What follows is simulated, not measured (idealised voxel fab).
process module | voxel air gaps
cross-section cut | 250 nm wide | cells 5 nm
A cross-section is a grid of square cells, given in bands from the top down. A band is one or more rows of cells.
Each band's line starts with the height of the band's top and of its bottom, in nm. Then come its materials from left to right, each with its width in nm. One material with "throughout" fills the band from edge to edge. "air" is empty space.
Height 0 is the level under which the wafer as received is all one material. The lowest band goes on downwards, as in "0 down".
A width such as "30 to 40" changes by the same amount from each row of cells to the next, from the band's top row to its bottom row.
"no change" after a step means that no cell of the cross-section changed.
closed voids: empty space of 8 cells or more with no open way to the top, each as width x height at its distance from the left edge, in nm
after a step's settings: what the simulator itself notes on the step
overlay nm, on a step with a mask: how far to the right of its planned place the mask lay; to the left if negative
plan
1 op RECEIVE | material Si
2 op CONFORMAL_DEP | material SiO2 | thk nm 15
3 op CONFORMAL_DEP | material SiN | thk nm 5
4 op DIRECTIONAL_DEP | material SiO2 | thk nm 35
5 op MASKED_ETCH | tone open | mask id LINES | width nm 25 | pitch nm 55 | etch materials SiO2 | depth nm 35 | overlay nm 0
6 op CONFORMAL_DEP | material TiN | thk nm 5
7 op FILL_DEP | material Cu | thk nm 5
8 op CMP | height nm 55
9 op EPI | material Ru | thk nm 10
10 op SELECTIVE_ETCH | etch materials SiO2 | depth nm 45
11 op CONFORMAL_DEP | material SiCN | thk nm 5
varied across the wafers: thk nm of step 3. The plan shows the first wafer's value. All wafers start alike
first wafer as received, after step 1
  0 down: Si throughout
  closed voids: none
each wafer at the end: cells of each material gained (+) or lost (-) since it was received, then its closed voids
thk nm 5 | +54 Cu | +54 Ru | +128 SiCN | +50 SiN | +150 SiO2 | +51 TiN | closed voids: 20 x 25 at 85; 20 x 25 at 140
thk nm 10 | +45 Cu | +54 Ru | +122 SiCN | +100 SiN | +150 SiO2 | +45 TiN | closed voids: 20 x 20 at 85; 20 x 20 at 140
thk nm 15 | +36 Cu | +54 Ru | +116 SiCN | +150 SiN | +150 SiO2 | +39 TiN | closed voids: 20 x 15 at 85; 20 x 15 at 140
thk nm 20 | +27 Cu | +54 Ru | +110 SiCN | +200 SiN | +150 SiO2 | +33 TiN | closed voids: 20 x 10 at 85; 20 x 10 at 140
